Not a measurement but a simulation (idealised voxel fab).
Process module name: voxel transistor to metal
Square cell edge 5 nm, section width 195 nm, ID cut.
The cross-sections in this document take the form of a grid made of square cells. They are written out as bands, in order from top to bottom. Each band consists of one or more rows of cells.
This entry defines a band. It first specifies the height of the band's top and the height of its bottom in nm, and then specifies the band's materials from left to right, stating each material with its width in nm. The word "full width" identifies a single material that fills the band from edge to edge, while the word "air" identifies empty space.
Heights are measured from 0, the level below which the as-received wafer is all one material; the lowest band has no bottom and continues downward, written as in "0 down".
The expression "30 to 40" gives the width at the extremes of the band, the first number at its top row of cells and the second at its bottom row, with the width changing by equal amounts from each row to the next in between.
Where a step carries "all unchanged", the cross-section came out of it unchanged, cell for cell.
"Trapped void list": empty spaces of 8 cells or more with no open way to the top, each given as width x height at distance, distance from the left edge, all in nm.
Text after the settings on a step's line: the simulator's own remark on that step.
A step line may carry the setting "overlay nm", which, for steps involving a mask, states the distance by which the mask lay to the right of its intended position; negative values denote displacement to the left.
Note: before/after cross-section pairs follow, one process step per pair, after-side truncated at the lowest changed band, step and settings given beneath. Different runs of this module on the same starting wafer may supply the pairs; a pair continues the one above only where the "Prior to step" entry says so.
-- Prior to step
	25 to 20: air (75), then SiN (5), then air (35), then SiN (5), then air (75)
	20 to 0: SiO2 (75), then SiN (5), then air (35), then SiN (5), then SiO2 (75)
	0 to -5: SiO2 (65), then nSi (10), then SiN (5), then air (35), then SiN (5), then nSi (10), then SiO2 (65)
	-5 to -10: SiO2 (65), then nSi (10), then SiO2 (5), then air (35), then SiO2 (5), then nSi (10), then SiO2 (65)
	-10 to -20: SiO2 (45), then nSi (30), then Si (45), then nSi (30), then SiO2 (45)
	-20 to -30: SiO2 (45), then Si (105), then SiO2 (45)
	-30 down: Si full width
	Trapped void list: none
-- Sectional Result
	30 to 25: air (70), then TiN (15), then air (25), then TiN (15), then air (70)
	25 to 20: TiN (75), then SiN (5), then TiN (5), then air (25), then TiN (5), then SiN (5), then TiN (75)
	20 to 0: SiO2 (75), then SiN (5), then TiN (5), then air (25), then TiN (5), then SiN (5), then SiO2 (75)
	0 to -5: SiO2 (65), then nSi (10), then SiN (5), then TiN (5), then air (25), then TiN (5), then SiN (5), then nSi (10), then SiO2 (65)
	-5 to -10: SiO2 (65), then nSi (10), then SiO2 (5), then TiN (35), then SiO2 (5), then nSi (10), then SiO2 (65)
	At heights below -10, the structure remains unaltered.
	Trapped void list: none
In between the before and after cross-sections above, the step is CONFORMAL_DEP with material TiN, thk nm 5
Prior to step: refer to the pair immediately above; the cross-section shown after its step is the state before this one.
-- Sectional Result
	40 to 30: W full width
	30 to 25: W (70), then TiN (15), then W (25), then TiN (15), then W (70)
	25 to 20: TiN (75), then SiN (5), then TiN (5), then W (25), then TiN (5), then SiN (5), then TiN (75)
	20 to 0: SiO2 (75), then SiN (5), then TiN (5), then W (25), then TiN (5), then SiN (5), then SiO2 (75)
	0 to -5: SiO2 (65), then nSi (10), then SiN (5), then TiN (5), then W (25), then TiN (5), then SiN (5), then nSi (10), then SiO2 (65)
	At heights below -5, the structure remains unaltered.
	Trapped void list: none
In between the before and after cross-sections above, the step is FILL_DEP with material W, thk nm 10
Prior to step: refer to the pair immediately above; the cross-section shown after its step is the state before this one.
-- Sectional Result
	20 to 0: SiO2 (75), then SiN (5), then TiN (5), then W (25), then TiN (5), then SiN (5), then SiO2 (75)
	At heights below 0, the structure remains unaltered.
	Trapped void list: none
In between the before and after cross-sections above, the step is CMP with height nm 20
Prior to step: refer to the pair immediately above; the cross-section shown after its step is the state before this one.
-- Sectional Result
	30 to 20: SiO2 full width
	At heights below 20, the structure remains unaltered.
	Trapped void list: none
In between the before and after cross-sections above, the step is DIRECTIONAL_DEP with material SiO2, thk nm 10
Prior to step: refer to the pair immediately above; the cross-section shown after its step is the state before this one.
-- Sectional Result
	30 to 20: SiO2 (45), then air (20), then SiO2 (65), then air (20), then SiO2 (45)
	20 to 0: SiO2 (45), then air (20), then SiO2 (10), then SiN (5), then TiN (5), then W (25), then TiN (5), then SiN (5), then SiO2 (10), then air (20), then SiO2 (45)
	0 to -5: SiO2 (45), then air (20), then nSi (10), then SiN (5), then TiN (5), then W (25), then TiN (5), then SiN (5), then nSi (10), then air (20), then SiO2 (45)
	-5 to -10: SiO2 (45), then air (20), then nSi (10), then SiO2 (5), then TiN (35), then SiO2 (5), then nSi (10), then air (20), then SiO2 (45)
	At heights below -10, the structure remains unaltered.
	Trapped void list: none
In between the before and after cross-sections above, the step is MASKED_ETCH with tone open, mask id CONTACT, width nm 20, pitch nm 85, etch materials SiO2, depth nm 40, overlay nm 0
Prior to step: refer to the pair immediately above; the cross-section shown after its step is the state before this one.
-- Sectional Result
	35 to 30: TiN (50), then air (10), then TiN (75), then air (10), then TiN (50)
	30 to 20: SiO2 (45), then TiN (5), then air (10), then TiN (5), then SiO2 (65), then TiN (5), then air (10), then TiN (5), then SiO2 (45)
	20 to 0: SiO2 (45), then TiN (5), then air (10), then TiN (5), then SiO2 (10), then SiN (5), then TiN (5), then W (25), then TiN (5), then SiN (5), then SiO2 (10), then TiN (5), then air (10), then TiN (5), then SiO2 (45)
	0 to -5: SiO2 (45), then TiN (5), then air (10), then TiN (5), then nSi (10), then SiN (5), then TiN (5), then W (25), then TiN (5), then SiN (5), then nSi (10), then TiN (5), then air (10), then TiN (5), then SiO2 (45)
	-5 to -10: SiO2 (45), then TiN (20), then nSi (10), then SiO2 (5), then TiN (35), then SiO2 (5), then nSi (10), then TiN (20), then SiO2 (45)
	At heights below -10, the structure remains unaltered.
	Trapped void list: none
In between the before and after cross-sections above, the step is CONFORMAL_DEP with material TiN, thk nm 5
Prior to step: refer to the pair immediately above; the cross-section shown after its step is the state before this one.
-- Sectional Result
	40 to 35: W full width
	35 to 30: TiN (50), then W (10), then TiN (75), then W (10), then TiN (50)
	30 to 20: SiO2 (45), then TiN (5), then W (10), then TiN (5), then SiO2 (65), then TiN (5), then W (10), then TiN (5), then SiO2 (45)
	20 to 0: SiO2 (45), then TiN (5), then W (10), then TiN (5), then SiO2 (10), then SiN (5), then TiN (5), then W (25), then TiN (5), then SiN (5), then SiO2 (10), then TiN (5), then W (10), then TiN (5), then SiO2 (45)
	0 to -5: SiO2 (45), then TiN (5), then W (10), then TiN (5), then nSi (10), then SiN (5), then TiN (5), then W (25), then TiN (5), then SiN (5), then nSi (10), then TiN (5), then W (10), then TiN (5), then SiO2 (45)
	At heights below -5, the structure remains unaltered.
	Trapped void list: none
In between the before and after cross-sections above, the step is FILL_DEP with material W, thk nm 5
Prior to step: refer to the pair immediately above; the cross-section shown after its step is the state before this one.
-- Sectional Result
	30 to 20: SiO2 (45), then TiN (5), then W (10), then TiN (5), then SiO2 (65), then TiN (5), then W (10), then TiN (5), then SiO2 (45)
	At heights below 20, the structure remains unaltered.
	Trapped void list: none
In between the before and after cross-sections above, the step is CMP with height nm 30
Prior to step: refer to the pair immediately above; the cross-section shown after its step is the state before this one.
-- Sectional Result
	35 to 30: SiN full width
	At heights below 30, the structure remains unaltered.
	Trapped void list: none
In between the before and after cross-sections above, the step is CONFORMAL_DEP with material SiN, thk nm 5
Prior to step: refer to the pair immediately above; the cross-section shown after its step is the state before this one.
-- Sectional Result
	55 to 35: SiO2 full width
	At heights below 35, the structure remains unaltered.
	Trapped void list: none
In between the before and after cross-sections above, the step is DIRECTIONAL_DEP with material SiO2, thk nm 20
Prior to step: refer to the pair immediately above; the cross-section shown after its step is the state before this one.
-- Sectional Result
	55 to 35: SiO2 (45), then air (20), then SiO2 (65), then air (20), then SiO2 (45)
	At heights below 35, the structure remains unaltered.
	Trapped void list: none
In between the before and after cross-sections above, the step is MASKED_ETCH with tone open, mask id METAL_1, width nm 20, pitch nm 85, etch materials SiO2, depth nm 20, overlay nm 0
Prior to step: refer to the pair immediately above; the cross-section shown after its step is the state before this one.
-- Sectional Result
	55 to 35: SiO2 (45), then air (20), then SiO2 (65), then air (20), then SiO2 (45)
	35 to 30: SiN (45), then air (20), then SiN (65), then air (20), then SiN (45)
	At heights below 30, the structure remains unaltered.
	Trapped void list: none
In between the before and after cross-sections above, the step is MASKED_ETCH with tone open, mask id METAL_1, width nm 20, pitch nm 85, etch materials SiN, depth nm 5, overlay nm 0
Prior to step: refer to the pair immediately above; the cross-section shown after its step is the state before this one.
-- Sectional Result
	60 to 55: TiN (50), then air (10), then TiN (75), then air (10), then TiN (50)
	55 to 35: SiO2 (45), then TiN (5), then air (10), then TiN (5), then SiO2 (65), then TiN (5), then air (10), then TiN (5), then SiO2 (45)
	35 to 30: SiN (45), then TiN (20), then SiN (65), then TiN (20), then SiN (45)
	At heights below 30, the structure remains unaltered.
	Trapped void list: none
In between the before and after cross-sections above, the step is CONFORMAL_DEP with material TiN, thk nm 5
Prior to step: refer to the pair immediately above; the cross-section shown after its step is the state before this one.
-- Sectional Result
	70 to 60: W full width
	60 to 55: TiN (50), then W (10), then TiN (75), then W (10), then TiN (50)
	55 to 35: SiO2 (45), then TiN (5), then W (10), then TiN (5), then SiO2 (65), then TiN (5), then W (10), then TiN (5), then SiO2 (45)
	At heights below 35, the structure remains unaltered.
	Trapped void list: none
In between the before and after cross-sections above, the step is FILL_DEP with material W, thk nm 10
Prior to step: refer to the pair immediately above; the cross-section shown after its step is the state before this one.
-- Sectional Result
	55 to 35: SiO2 (45), then TiN (5), then W (10), then TiN (5), then SiO2 (65), then TiN (5), then W (10), then TiN (5), then SiO2 (45)
	At heights below 35, the structure remains unaltered.
	Trapped void list: none
In between the before and after cross-sections above, the step is CMP with height nm 55
Prior to step: refer to the pair immediately above; the cross-section shown after its step is the state before this one.
-- Sectional Result
	60 to 55: air (40), then Ru (30), then air (55), then Ru (30), then air (40)
	At heights below 55, the structure remains unaltered.
	Trapped void list: none
In between the before and after cross-sections above, the step is EPI with material Ru, thk nm 5
Prior to step: refer to the pair immediately above; the cross-section shown after its step is the state before this one.
-- Sectional Result
	65 to 60: SiCN full width
	60 to 55: SiCN (40), then Ru (30), then SiCN (55), then Ru (30), then SiCN (40)
	At heights below 55, the structure remains unaltered.
	Trapped void list: none
In between the before and after cross-sections above, the step is FILL_DEP with material SiCN, thk nm 5
Prior to step: refer to the pair immediately above; the cross-section shown after its step is the state before this one.
-- Sectional Result
	95 to 65: lowk full width
	At heights below 65, the structure remains unaltered.
	Trapped void list: none
In between the before and after cross-sections above, the step is DIRECTIONAL_DEP with material lowk, thk nm 30
Prior to step: refer to the pair immediately above; the cross-section shown after its step is the state before this one.
-- Sectional Result
	110 to 95: aC full width
	At heights below 95, the structure remains unaltered.
	Trapped void list: none
In between the before and after cross-sections above, the step is DIRECTIONAL_DEP with material aC, thk nm 15
Prior to step: refer to the pair immediately above; the cross-section shown after its step is the state before this one.
-- Sectional Result
	140 to 110: resist (45), then air (15), then resist (70), then air (15), then resist (50)
	At heights below 110, the structure remains unaltered.
	Trapped void list: none
In between the before and after cross-sections above, the step is PATTERN with tone open, mask id METAL_2_HOLES, material resist, width nm 15, pitch nm 85, thk nm 30, overlay nm 0
Prior to step: refer to the pair immediately above; the cross-section shown after its step is the state before this one.
-- Sectional Result
	125 to 110: resist (45), then air (15), then resist (70), then air (15), then resist (50)
	110 to 95: aC (45), then air (15), then aC (70), then air (15), then aC (50)
	At heights below 95, the structure remains unaltered.
	Trapped void list: none
In between the before and after cross-sections above, the step is DIRECTIONAL_ETCH with etch materials aC, depth nm 15
Prior to step: refer to the pair immediately above; the cross-section shown after its step is the state before this one.
-- Sectional Result
	110 to 95: aC (45), then air (15), then aC (70), then air (15), then aC (50)
	At heights below 95, the structure remains unaltered.
	Trapped void list: none
In between the before and after cross-sections above, the step is STRIP with etch materials resist
Prior to step: refer to the pair immediately above; the cross-section shown after its step is the state before this one.
-- Sectional Result
	110 to 95: aC (45), then air (15), then aC (70), then air (15), then aC (50)
	95 to 65: lowk (45), then air (15), then lowk (70), then air (15), then lowk (50)
	At heights below 65, the structure remains unaltered.
	Trapped void list: none
In between the before and after cross-sections above, the step is DIRECTIONAL_ETCH with etch materials lowk, depth nm 30
Prior to step: refer to the pair immediately above; the cross-section shown after its step is the state before this one.
-- Sectional Result
	95 to 65: lowk (45), then air (15), then lowk (70), then air (15), then lowk (50)
	At heights below 65, the structure remains unaltered.
	Trapped void list: none
In between the before and after cross-sections above, the step is STRIP with etch materials aC
Prior to step: refer to the pair immediately above; the cross-section shown after its step is the state before this one.
-- Sectional Result
	95 to 75: lowk (45), then air (20), then lowk (65), then air (20), then lowk (45)
	At heights below 75, the structure remains unaltered.
	Trapped void list: none
In between the before and after cross-sections above, the step is MASKED_ETCH with tone open, mask id METAL_2, width nm 20, pitch nm 85, etch materials lowk, depth nm 20, overlay nm 0
Prior to step: refer to the pair immediately above; the cross-section shown after its step is the state before this one.
-- Sectional Result
	95 to 75: lowk (45), then air (20), then lowk (65), then air (20), then lowk (45)
	75 to 65: lowk (45), then air (15), then lowk (70), then air (15), then lowk (50)
	65 to 60: SiCN (45), then air (15), then SiCN (70), then air (15), then SiCN (50)
	At heights below 60, the structure remains unaltered.
	Trapped void list: none
In between the before and after cross-sections above, the step is MASKED_ETCH with tone open, mask id METAL_2, width nm 20, pitch nm 85, etch materials SiCN, depth nm 5, overlay nm 0
Prior to step: refer to the pair immediately above; the cross-section shown after its step is the state before this one.
-- Sectional Result
	100 to 95: TiN (50), then air (10), then TiN (75), then air (10), then TiN (50)
	95 to 80: lowk (45), then TiN (5), then air (10), then TiN (5), then lowk (65), then TiN (5), then air (10), then TiN (5), then lowk (45)
	80 to 75: lowk (45), then TiN (5), then air (5), then TiN (10), then lowk (65), then TiN (5), then air (5), then TiN (10), then lowk (45)
	75 to 65: lowk (45), then TiN (5), then air (5), then TiN (5), then lowk (70), then TiN (5), then air (5), then TiN (5), then lowk (50)
	65 to 60: SiCN (45), then TiN (15), then SiCN (70), then TiN (15), then SiCN (50)
	At heights below 60, the structure remains unaltered.
	Trapped void list: none
In between the before and after cross-sections above, the step is CONFORMAL_DEP with material TiN, thk nm 5
Prior to step: refer to the pair immediately above; the cross-section shown after its step is the state before this one.
-- Sectional Result
	110 to 100: Cu full width
	100 to 95: TiN (50), then Cu (10), then TiN (75), then Cu (10), then TiN (50)
	95 to 80: lowk (45), then TiN (5), then Cu (10), then TiN (5), then lowk (65), then TiN (5), then Cu (10), then TiN (5), then lowk (45)
	80 to 75: lowk (45), then TiN (5), then Cu (5), then TiN (10), then lowk (65), then TiN (5), then Cu (5), then TiN (10), then lowk (45)
	75 to 65: lowk (45), then TiN (5), then Cu (5), then TiN (5), then lowk (70), then TiN (5), then Cu (5), then TiN (5), then lowk (50)
	At heights below 65, the structure remains unaltered.
	Trapped void list: none
In between the before and after cross-sections above, the step is FILL_DEP with material Cu, thk nm 10
Prior to step: refer to the pair immediately above; the cross-section shown after its step is the state before this one.
-- Sectional Result
	95 to 80: lowk (45), then TiN (5), then Cu (10), then TiN (5), then lowk (65), then TiN (5), then Cu (10), then TiN (5), then lowk (45)
	At heights below 80, the structure remains unaltered.
	Trapped void list: none
In between the before and after cross-sections above, the step is CMP with height nm 95
Prior to step: refer to the pair immediately above; the cross-section shown after its step is the state before this one.
-- Sectional Result
	100 to 95: SiN full width
	At heights below 95, the structure remains unaltered.
	Trapped void list: none
In between the before and after cross-sections above, the step is CONFORMAL_DEP with material SiN, thk nm 5
-- Prior to step
	95 to 65: lowk full width
	65 to 60: SiCN full width
	60 to 55: SiCN (40), then Ru (30), then SiCN (55), then Ru (30), then SiCN (40)
	55 to 35: SiO2 (45), then TiN (5), then W (10), then TiN (5), then SiO2 (65), then TiN (5), then W (10), then TiN (5), then SiO2 (45)
	35 to 30: SiN (45), then TiN (20), then SiN (65), then TiN (20), then SiN (45)
	30 to 20: SiO2 (45), then TiN (5), then W (10), then TiN (5), then SiO2 (65), then TiN (5), then W (10), then TiN (5), then SiO2 (45)
	20 to 0: SiO2 (45), then TiN (5), then W (10), then TiN (5), then SiO2 (10), then SiN (5), then HfO2 (5), then TiN (5), then W (15), then TiN (5), then HfO2 (5), then SiN (5), then SiO2 (10), then TiN (5), then W (10), then TiN (5), then SiO2 (45)
	0 to -5: SiO2 (45), then TiN (5), then W (10), then TiN (5), then nSi (10), then SiN (5), then HfO2 (5), then TiN (25), then HfO2 (5), then SiN (5), then nSi (10), then TiN (5), then W (10), then TiN (5), then SiO2 (45)
	-5 to -10: SiO2 (45), then TiN (20), then nSi (10), then SiO2 (5), then HfO2 (35), then SiO2 (5), then nSi (10), then TiN (20), then SiO2 (45)
	-10 to -20: SiO2 (45), then nSi (30), then Si (45), then nSi (30), then SiO2 (45)
	-20 to -30: SiO2 (45), then Si (105), then SiO2 (45)
	-30 down: Si full width
	Trapped void list: none
-- Sectional Result
	125 to 65: lowk full width
	At heights below 65, the structure remains unaltered.
	Trapped void list: none
In between the before and after cross-sections above, the step is DIRECTIONAL_DEP with material lowk, thk nm 30
Prior to step: refer to the pair immediately above; the cross-section shown after its step is the state before this one.
-- Sectional Result
	140 to 125: aC full width
	At heights below 125, the structure remains unaltered.
	Trapped void list: none
In between the before and after cross-sections above, the step is DIRECTIONAL_DEP with material aC, thk nm 15
Prior to step: refer to the pair immediately above; the cross-section shown after its step is the state before this one.
-- Sectional Result
	170 to 140: resist (45), then air (15), then resist (70), then air (15), then resist (50)
	At heights below 140, the structure remains unaltered.
	Trapped void list: none
In between the before and after cross-sections above, the step is PATTERN with tone open, mask id METAL_2_HOLES, material resist, width nm 15, pitch nm 85, thk nm 30, overlay nm 0
Prior to step: refer to the pair immediately above; the cross-section shown after its step is the state before this one.
-- Sectional Result
	155 to 140: resist (45), then air (15), then resist (70), then air (15), then resist (50)
	140 to 125: aC (45), then air (15), then aC (70), then air (15), then aC (50)
	At heights below 125, the structure remains unaltered.
	Trapped void list: none
In between the before and after cross-sections above, the step is DIRECTIONAL_ETCH with etch materials aC, depth nm 15
Prior to step: refer to the pair immediately above; the cross-section shown after its step is the state before this one.
-- Sectional Result
	140 to 125: aC (45), then air (15), then aC (70), then air (15), then aC (50)
	At heights below 125, the structure remains unaltered.
	Trapped void list: none
In between the before and after cross-sections above, the step is STRIP with etch materials resist
Prior to step: refer to the pair immediately above; the cross-section shown after its step is the state before this one.
-- Sectional Result
	140 to 125: aC (45), then air (15), then aC (70), then air (15), then aC (50)
	125 to 95: lowk (45), then air (15), then lowk (70), then air (15), then lowk (50)
	At heights below 95, the structure remains unaltered.
	Trapped void list: none
In between the before and after cross-sections above, the step is DIRECTIONAL_ETCH with etch materials lowk, depth nm 30
Prior to step: refer to the pair immediately above; the cross-section shown after its step is the state before this one.
-- Sectional Result
	125 to 95: lowk (45), then air (15), then lowk (70), then air (15), then lowk (50)
	At heights below 95, the structure remains unaltered.
	Trapped void list: none
In between the before and after cross-sections above, the step is STRIP with etch materials aC
Prior to step: refer to the pair immediately above; the cross-section shown after its step is the state before this one.
-- Sectional Result
	125 to 105: lowk (45), then air (20), then lowk (65), then air (20), then lowk (45)
	105 to 75: lowk (45), then air (15), then lowk (70), then air (15), then lowk (50)
	At heights below 75, the structure remains unaltered.
	Trapped void list: none
In between the before and after cross-sections above, the step is MASKED_ETCH with tone open, mask id METAL_2, width nm 20, pitch nm 85, etch materials lowk, depth nm 20, overlay nm 0
Prior to step: refer to the pair immediately above; the cross-section shown after its step is the state before this one.
-- Sectional Result
	130 to 125: TiN (50), then air (10), then TiN (75), then air (10), then TiN (50)
	125 to 110: lowk (45), then TiN (5), then air (10), then TiN (5), then lowk (65), then TiN (5), then air (10), then TiN (5), then lowk (45)
	110 to 105: lowk (45), then TiN (5), then air (5), then TiN (10), then lowk (65), then TiN (5), then air (5), then TiN (10), then lowk (45)
	105 to 80: lowk (45), then TiN (5), then air (5), then TiN (5), then lowk (70), then TiN (5), then air (5), then TiN (5), then lowk (50)
	80 to 75: lowk (45), then TiN (15), then lowk (70), then TiN (15), then lowk (50)
	At heights below 75, the structure remains unaltered.
	Trapped void list: none
In between the before and after cross-sections above, the step is CONFORMAL_DEP with material TiN, thk nm 5
Prior to step: refer to the pair immediately above; the cross-section shown after its step is the state before this one.
-- Sectional Result
	140 to 130: Cu full width
	130 to 125: TiN (50), then Cu (10), then TiN (75), then Cu (10), then TiN (50)
	125 to 110: lowk (45), then TiN (5), then Cu (10), then TiN (5), then lowk (65), then TiN (5), then Cu (10), then TiN (5), then lowk (45)
	110 to 105: lowk (45), then TiN (5), then Cu (5), then TiN (10), then lowk (65), then TiN (5), then Cu (5), then TiN (10), then lowk (45)
	105 to 80: lowk (45), then TiN (5), then Cu (5), then TiN (5), then lowk (70), then TiN (5), then Cu (5), then TiN (5), then lowk (50)
	At heights below 80, the structure remains unaltered.
	Trapped void list: none
In between the before and after cross-sections above, the step is FILL_DEP with material Cu, thk nm 10
Prior to step: refer to the pair immediately above; the cross-section shown after its step is the state before this one.
-- Sectional Result
	95 to 80: lowk (45), then TiN (5), then Cu (5), then TiN (5), then lowk (70), then TiN (5), then Cu (5), then TiN (5), then lowk (50)
	At heights below 80, the structure remains unaltered.
	Trapped void list: none
In between the before and after cross-sections above, the step is CMP with height nm 95
Prior to step: refer to the pair immediately above; the cross-section shown after its step is the state before this one.
-- Sectional Result
	100 to 95: SiN full width
	At heights below 95, the structure remains unaltered.
	Trapped void list: none
In between the before and after cross-sections above, the step is CONFORMAL_DEP with material SiN, thk nm 5
-- Prior to step
	10 to 0: air (40), then SiN (115), then air (40)
	0 to -5: SiO2 full width
	-5 to -30: SiO2 (45), then Si (105), then SiO2 (45)
	-30 down: Si full width
	Trapped void list: none
-- Sectional Result
	10 to 0: air (40), then SiN (115), then air (40)
	0 to -5: air (45), then SiO2 (105), then air (45)
	At heights below -5, the structure remains unaltered.
	Trapped void list: none
In between the before and after cross-sections above, the step is SELECTIVE_ETCH with etch materials SiO2, depth nm 5
Prior to step: refer to the pair immediately above; the cross-section shown after its step is the state before this one.
-- Sectional Result
	0 to -5: air (45), then SiO2 (105), then air (45)
	At heights below -5, the structure remains unaltered.
	Trapped void list: none
In between the before and after cross-sections above, the step is STRIP with etch materials SiN
Prior to step: refer to the pair immediately above; the cross-section shown after its step is the state before this one.
-- Sectional Result
	30 to 25: air (45), then polySi (105), then air (45)
	25 to 0: polySi full width
	0 to -5: polySi (45), then SiO2 (105), then polySi (45)
	At heights below -5, the structure remains unaltered.
	Trapped void list: none
In between the before and after cross-sections above, the step is DIRECTIONAL_DEP with material polySi, thk nm 30
Prior to step: refer to the pair immediately above; the cross-section shown after its step is the state before this one.
-- Sectional Result
	45 to 40: air (45), then SiCN (105), then air (45)
	40 to 30: SiCN full width
	30 to 25: SiCN (45), then polySi (105), then SiCN (45)
	At heights below 25, the structure remains unaltered.
	Trapped void list: none
In between the before and after cross-sections above, the step is DIRECTIONAL_DEP with material SiCN, thk nm 15
Prior to step: refer to the pair immediately above; the cross-section shown after its step is the state before this one.
-- Sectional Result
	65 to 45: air (85), then resist (25), then air (85)
	At heights below 45, the structure remains unaltered.
	Trapped void list: none
In between the before and after cross-sections above, the step is PATTERN with tone cover, mask id GATE, material resist, width nm 25, thk nm 20, overlay nm 0
Prior to step: refer to the pair immediately above; the cross-section shown after its step is the state before this one.
-- Sectional Result
	65 to 45: air (85), then resist (25), then air (85)
	45 to 30: air (85), then SiCN (25), then air (85)
	30 to 25: air (45), then polySi (105), then air (45)
	At heights below 25, the structure remains unaltered.
	Trapped void list: none
In between the before and after cross-sections above, the step is DIRECTIONAL_ETCH with etch materials SiCN, depth nm 25
Prior to step: refer to the pair immediately above; the cross-section shown after its step is the state before this one.
-- Sectional Result
	65 to 45: air (85), then resist (25), then air (85)
	45 to 30: air (85), then SiCN (25), then air (85)
	30 to 0: air (85), then polySi (25), then air (85)
	0 to -5: air (45), then SiO2 (105), then air (45)
	At heights below -5, the structure remains unaltered.
	Trapped void list: none
In between the before and after cross-sections above, the step is DIRECTIONAL_ETCH with etch materials polySi, depth nm 40
Prior to step: refer to the pair immediately above; the cross-section shown after its step is the state before this one.
-- Sectional Result
	45 to 30: air (85), then SiCN (25), then air (85)
	At heights below 30, the structure remains unaltered.
	Trapped void list: none
In between the before and after cross-sections above, the step is STRIP with etch materials resist
Prior to step: refer to the pair immediately above; the cross-section shown after its step is the state before this one.
-- Sectional Result
	50 to 45: air (80), then SiO2 (35), then air (80)
	45 to 30: air (80), then SiO2 (5), then SiCN (25), then SiO2 (5), then air (80)
	30 to 5: air (80), then SiO2 (5), then polySi (25), then SiO2 (5), then air (80)
	5 to 0: air (40), then SiO2 (45), then polySi (25), then SiO2 (45), then air (40)
	0 to -5: SiO2 full width
	At heights below -5, the structure remains unaltered.
	Trapped void list: none
In between the before and after cross-sections above, the step is CONFORMAL_DEP with material SiO2, thk nm 5
Prior to step: refer to the pair immediately above; the cross-section shown after its step is the state before this one.
-- Sectional Result
	45 to 30: air (80), then SiO2 (5), then SiCN (25), then SiO2 (5), then air (80)
	30 to 0: air (80), then SiO2 (5), then polySi (25), then SiO2 (5), then air (80)
	0 to -5: air (40), then SiO2 (115), then air (40)
	At heights below -5, the structure remains unaltered.
	Trapped void list: none
In between the before and after cross-sections above, the step is DIRECTIONAL_ETCH with etch materials SiO2, depth nm 5
Prior to step: refer to the pair immediately above; the cross-section shown after its step is the state before this one.
-- Sectional Result
	50 to 45: air (75), then SiN (45), then air (75)
	45 to 30: air (75), then SiN (5), then SiO2 (5), then SiCN (25), then SiO2 (5), then SiN (5), then air (75)
	30 to 5: air (75), then SiN (5), then SiO2 (5), then polySi (25), then SiO2 (5), then SiN (5), then air (75)
	5 to 0: air (35), then SiN (45), then SiO2 (5), then polySi (25), then SiO2 (5), then SiN (45), then air (35)
	0 to -5: SiN (40), then SiO2 (115), then SiN (40)
	At heights below -5, the structure remains unaltered.
	Trapped void list: none
In between the before and after cross-sections above, the step is CONFORMAL_DEP with material SiN, thk nm 5
Prior to step: refer to the pair immediately above; the cross-section shown after its step is the state before this one.
-- Sectional Result
	45 to 30: air (75), then SiN (5), then SiO2 (5), then SiCN (25), then SiO2 (5), then SiN (5), then air (75)
	30 to 0: air (75), then SiN (5), then SiO2 (5), then polySi (25), then SiO2 (5), then SiN (5), then air (75)
	0 to -5: air (35), then SiN (5), then SiO2 (115), then SiN (5), then air (35)
	At heights below -5, the structure remains unaltered.
	Trapped void list: none
In between the before and after cross-sections above, the step is DIRECTIONAL_ETCH with etch materials SiN, depth nm 5
Prior to step: refer to the pair immediately above; the cross-section shown after its step is the state before this one.
-- Sectional Result
	45 to 40: air (75), then SiN (5), then air (5), then SiCN (25), then air (5), then SiN (5), then air (75)
	40 to 30: air (75), then SiN (5), then SiO2 (5), then SiCN (25), then SiO2 (5), then SiN (5), then air (75)
	30 to 0: air (75), then SiN (5), then SiO2 (5), then polySi (25), then SiO2 (5), then SiN (5), then air (75)
	0 to -5: air (35), then SiN (5), then air (35), then SiO2 (45), then air (35), then SiN (5), then air (35)
	-5 to -10: air (35), then SiO2 (10), then Si (105), then SiO2 (10), then air (35)
	At heights below -10, the structure remains unaltered.
	Trapped void list: none
In between the before and after cross-sections above, the step is DIRECTIONAL_ETCH with etch materials SiO2, depth nm 5
Prior to step: refer to the pair immediately above; the cross-section shown after its step is the state before this one.
-- Sectional Result
	45 to 40: air (75), then SiN (5), then air (5), then SiCN (25), then air (5), then SiN (5), then air (75)
	40 to 30: air (75), then SiN (5), then SiO2 (5), then SiCN (25), then SiO2 (5), then SiN (5), then air (75)
	30 to 0: air (75), then SiN (5), then SiO2 (5), then polySi (25), then SiO2 (5), then SiN (5), then air (75)
	0 to -5: air (35), then SiN (5), then air (35), then SiO2 (45), then air (35), then SiN (5), then air (35)
	-5 to -10: air (35), then SiO2 (10), then air (30), then Si (45), then air (30), then SiO2 (10), then air (35)
	-10 to -15: SiO2 (45), then air (30), then Si (45), then air (30), then SiO2 (45)
	At heights below -15, the structure remains unaltered.
	Trapped void list: none
In between the before and after cross-sections above, the step is DIRECTIONAL_ETCH with etch materials Si, depth nm 10
Prior to step: refer to the pair immediately above; the cross-section shown after its step is the state before this one.
-- Sectional Result
	45 to 40: air (75), then SiN (5), then air (5), then SiCN (25), then air (5), then SiN (5), then air (75)
	40 to 30: air (75), then SiN (5), then SiO2 (5), then SiCN (25), then SiO2 (5), then SiN (5), then air (75)
	30 to 5: air (75), then SiN (5), then SiO2 (5), then polySi (25), then SiO2 (5), then SiN (5), then air (75)
	5 to 0: air (65), then nSi (10), then SiN (5), then SiO2 (5), then polySi (25), then SiO2 (5), then SiN (5), then nSi (10), then air (65)
	0 to -5: air (35), then SiN (5), then air (25), then nSi (10), then SiO2 (45), then nSi (10), then air (25), then SiN (5), then air (35)
	-5 to -10: air (35), then SiO2 (10), then nSi (30), then Si (45), then nSi (30), then SiO2 (10), then air (35)
	-10 to -15: SiO2 (45), then nSi (30), then Si (45), then nSi (30), then SiO2 (45)
	At heights below -15, the structure remains unaltered.
	Trapped void list: none
In between the before and after cross-sections above, the step is EPI with material nSi, thk nm 10
Prior to step: refer to the pair immediately above; the cross-section shown after its step is the state before this one.
-- Sectional Result
	55 to 45: SiO2 full width
	45 to 30: SiO2 (75), then SiN (5), then SiO2 (5), then SiCN (25), then SiO2 (5), then SiN (5), then SiO2 (75)
	30 to 5: SiO2 (75), then SiN (5), then SiO2 (5), then polySi (25), then SiO2 (5), then SiN (5), then SiO2 (75)
	5 to 0: SiO2 (65), then nSi (10), then SiN (5), then SiO2 (5), then polySi (25), then SiO2 (5), then SiN (5), then nSi (10), then SiO2 (65)
	0 to -5: SiO2 (35), then SiN (5), then SiO2 (25), then nSi (10), then SiO2 (45), then nSi (10), then SiO2 (25), then SiN (5), then SiO2 (35)
	-5 to -15: SiO2 (45), then nSi (30), then Si (45), then nSi (30), then SiO2 (45)
	At heights below -15, the structure remains unaltered.
	Trapped void list: none
In between the before and after cross-sections above, the step is FILL_DEP with material SiO2, thk nm 10
Prior to step: refer to the pair immediately above; the cross-section shown after its step is the state before this one.
-- Sectional Result
	25 to 5: SiO2 (75), then SiN (5), then SiO2 (5), then polySi (25), then SiO2 (5), then SiN (5), then SiO2 (75)
	At heights below 5, the structure remains unaltered.
	Trapped void list: none
In between the before and after cross-sections above, the step is CMP with height nm 25
